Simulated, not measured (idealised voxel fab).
The following is a process module called voxel lift off.
The cross-section on display is named cut; it measures 290 nm wide, and its cells are 5 nm squares.
For the purposes of this document, a cross-section shall be understood as a grid of square cells, specified as bands listed in top-to-bottom order, each band consisting of one or more rows of cells.
Read a band's entry like this: the first values are the height of its top and the height of its bottom in nm, and what follows is the sequence of materials from left to right, each with its width in nm. Note that "air" is empty space, and that a single material marked "edge to edge" reaches across the band from edge to edge.
Heights are reckoned from 0. Under this level, the received wafer is all of one material. The bottommost band is open-ended downward, for example "top 0, no bottom".
Per-row width for "30 to 40": begins at first number (top row of band), ends at second number (bottom row), increment between rows held constant.
What does "nothing got changed" mean for a step? It means no cell of the cross-section changed in that step.
So "Entrapped void list" is basically the list of trapped voids: any empty space of 8 cells or more that can't reach the top through an opening. They're written width x height at distance, the distance being from the left edge, and it's all nm.
That trailing text on a step's line, after the settings, is the simulator's own remark on the step.
The optional step-line setting "overlay nm" applies to steps with a mask and quantifies how far to the right of its planned location the mask lay, a negative value indicating leftward placement.

## These are the steps we planned for the process
- 1: op RECEIVE | material Si
- 2: op CONFORMAL_DEP | material SiO2 | thk nm 5
- 3: op PATTERN | tone open | mask id LINES | material resist | width nm 25 | pitch nm 40 | thk nm 25 | overlay nm 0
- 4: op DIRECTIONAL_DEP | material Ru | thk nm 10
- 5: op STRIP | etch materials resist
- 6: op CONFORMAL_DEP | material SiCN | thk nm 10

## First of two wafers - as planned

## The cross-section here shows the wafer as received, i.e. in its state after step 1
  top 0, no bottom  Si edge to edge
  Entrapped void list: none

## Cross-sectional representation of the wafer at the conclusion of step 2
  top 5, bottom 0  SiO2 edge to edge
  Below a height of 0, the structure has not been altered.

## Cross-sectional representation of the wafer at the conclusion of step 3
  top 30, bottom 5  resist 110 nm, then air 25 nm, then resist 15 nm, then air 25 nm, then resist 115 nm
  Below a height of 5, the structure has not been altered.

## Cross-sectional representation of the wafer at the conclusion of step 4
  top 40, bottom 30  Ru 110 nm, then air 25 nm, then Ru 15 nm, then air 25 nm, then Ru 115 nm
  top 30, bottom 15  resist 110 nm, then air 25 nm, then resist 15 nm, then air 25 nm, then resist 115 nm
  top 15, bottom 5  resist 110 nm, then Ru 25 nm, then resist 15 nm, then Ru 25 nm, then resist 115 nm
  Below a height of 5, the structure has not been altered.

## Cross-sectional representation of the wafer at the conclusion of step 5
  top 15, bottom 5  air 110 nm, then Ru 25 nm, then air 15 nm, then Ru 25 nm, then air 115 nm
  Below a height of 5, the structure has not been altered.

## Cross-sectional representation of the wafer at the conclusion of step 6
  top 25, bottom 15  air 100 nm, then SiCN 85 nm, then air 105 nm
  top 15, bottom 5  SiCN 110 nm, then Ru 25 nm, then SiCN 15 nm, then Ru 25 nm, then SiCN 115 nm
  Below a height of 5, the structure has not been altered.

## It is to be noted that the second wafer proceeded from the same initial state and according to the same plan as the first, although one mistake was committed in its execution; through step 4, inclusive, the two wafers share an identical history

## when step 5 should have ended
  top 15, bottom 5  air 110 nm, then Ru 25 nm, then air 15 nm, then Ru 25 nm, then air 115 nm
  Below a height of 5, the structure has not been altered.

## when step 6 should have ended
  top 25, bottom 15  air 100 nm, then SiCN 85 nm, then air 105 nm
  top 15, bottom 5  SiCN 110 nm, then Ru 25 nm, then SiCN 15 nm, then Ru 25 nm, then SiCN 115 nm
  Below a height of 5, the structure has not been altered.
Deviation from plan: plan step 5 ran twice
Honestly, by the end the two wafers have the same cross-section, so the mistake just doesn't show up in what this model computes.
